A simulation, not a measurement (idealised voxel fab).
Presented below is a process module, voxel local oxidation.
In the cross-section labelled cut, the width is 260 nm and each square cell is 5 nm.
Cross-section format: a grid of square cells, given as bands from top to bottom; each band is one or more rows of cells.
Heads up on the band format: heights come first, top then bottom, in nm. After that it's the materials left to right, each with its width in nm. A single material flagged "everywhere" fills the whole band edge to edge, and "empty" means there's empty space there.
Heights are reckoned from 0. Under this level, the received wafer is all of one material. The bottommost band is open-ended downward, for example "0 nm and below".
With a width like "30..40", each row of cells in the band differs from the next by the same amount, the top row carrying the first number and the bottom row the second.
"identical to before", as given for a step, is the statement that not any cell of the cross-section underwent a change during that step.
"Unvented internal voids": sealed empty spaces, 8 cells or more, no open way to top, listed width x height at distance, with distance from the left edge and width, height and distance in nm.
Where a step's line continues beyond its settings, the continuation is a remark by the simulator itself on that step.
Each step line may optionally specify "overlay nm", which for a step with a mask gives the rightward distance between the mask's planned place and where it lay, a negative value indicating the leftward direction.
Intended process steps:
1. RECEIVE, material Si
2. OXIDIZE, depth nm 5
3. CONFORMAL_DEP, material SiN, thk nm 15
4. PATTERN, tone cover, mask id ACTIVE, material resist, width nm 100, pitch nm 125, thk nm 20, overlay nm 0
5. DIRECTIONAL_ETCH, etch materials SiN, depth nm 15
6. STRIP, etch materials resist
7. SELECTIVE_ETCH, etch materials SiO2, depth nm 5
8. OXIDIZE, depth nm 15
9. STRIP, etch materials SiN
As-received wafer cross-section (after step 1):
  0 nm and below  Si everywhere
  Unvented internal voids: none
Cross-section at module end, one run error; start and plan unchanged from above:
  -5 nm to -20 nm  empty 35 nm / Si 60 nm / empty 65 nm / Si 60 nm / empty 40 nm
  -20 nm and below  Si everywhere
  Unvented internal voids: none
The mistake made against the process plan was this: off-plan run, step 9, actual operation and settings STRIP, etch materials SiO2
